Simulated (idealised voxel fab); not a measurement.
Title: Process Module voxel released beams
FYI the section here is cut, 180 nm wide, cells are 5 nm squares.
Cross-section = grid of square cells, listed top down in bands; band = one or more rows. Within each band entry, the heights of the top and of the bottom of the band appear first, in that order and in nm; the materials of the band then follow from left to right, each with its corresponding width in nm. The designation "throughout" on a single material indicates that it fills the band from edge to edge; the designation "empty" indicates empty space. Height reference: 0 = level under which incoming wafer is all one material. Lowest band: no bottom, runs on downward, e.g. "top 0, no bottom". The two numbers in a width such as "30->40" mark its ends across the band: the first belongs to the top row of cells, the second to the bottom row, and from each row to the next the width moves by the same amount. Step marked "nothing was modified"? Then no cell in the cross-section changed in it. Voids not open to the top, 8 cells minimum: see "Closed void catalog". Written width x height at distance; distance is from the left edge; nm. Whatever follows a step's settings on its line is a remark the simulator itself makes about that step. When a step includes a mask, the "overlay nm" setting on its line states how far to the right of its planned place that mask lay, and negative values state how far to the left.
List of planned process steps
1,RECEIVE [material Si]
2,CONFORMAL_DEP [material SiN] [thk nm 5]
3,DIRECTIONAL_DEP [material SiO2] [thk nm 10]
4,MASKED_ETCH [tone open] [mask id ANCHOR] [width nm 35] [etch materials SiO2] [depth nm 10] [overlay nm 0]
5,CONFORMAL_DEP [material TiN] [thk nm 10]
6,MASKED_ETCH [tone cover] [mask id BEAM] [width nm 80] [etch materials TiN] [depth nm 10] [overlay nm 0]
7,STRIP [etch materials SiO2]
First wafer, as planned
Received-state cross-section, reflecting completion of step 1
- top 0, no bottom | Si throughout
- Closed void catalog: none
The wafer, seen in cross-section, after step 2
- top 5, bottom 0 | SiN throughout
- All layers under 0 are left as they were.
The wafer, seen in cross-section, after step 3
- top 15, bottom 5 | SiO2 throughout
- All layers under 5 are left as they were.
The wafer, seen in cross-section, after step 4
- top 15, bottom 5 | SiO2 50, empty 35, SiO2 95
- All layers under 5 are left as they were.
The wafer, seen in cross-section, after step 5
- top 25, bottom 15 | TiN 60, empty 15, TiN 105
- top 15, bottom 5 | SiO2 50, TiN 35, SiO2 95
- All layers under 5 are left as they were.
The wafer, seen in cross-section, after step 6
- top 25, bottom 15 | empty 45, TiN 15, empty 15, TiN 50, empty 55
- All layers under 15 are left as they were.
The wafer, seen in cross-section, after step 7
- top 25, bottom 15 | empty 45, TiN 15, empty 15, TiN 50, empty 55
- top 15, bottom 5 | empty 50, TiN 35, empty 95
- All layers under 5 are left as they were.
Wafer two. Same start, same plan, one slip in execution. Same as wafer one through step 3, inclusive
Planned end of step 4: second wafer, cross-section
- top 15, bottom 5 | SiO2 40, empty 35, SiO2 105
- All layers under 5 are left as they were.
Planned end of step 5: second wafer, cross-section
- top 25, bottom 15 | TiN 50, empty 15, TiN 115
- top 15, bottom 5 | SiO2 40, TiN 35, SiO2 105
- All layers under 5 are left as they were.
Planned end of step 6: second wafer, cross-section
- top 25, bottom 15 | empty 45, TiN 5, empty 15, TiN 60, empty 55
- All layers under 15 are left as they were.
Planned end of step 7: second wafer, cross-section
- top 25, bottom 15 | empty 45, TiN 5, empty 15, TiN 60, empty 55
- top 15, bottom 5 | empty 40, TiN 35, empty 105
- All layers under 5 are left as they were.
Deviation noted in wafer processing: step 4: run off-plan, actual operation and settings MASKED_ETCH [tone open] [mask id ANCHOR] [width nm 35] [etch materials SiO2] [depth nm 10] [overlay nm -10]
The two final wafers agree on how many cells each material fills and disagree on which cells those are.
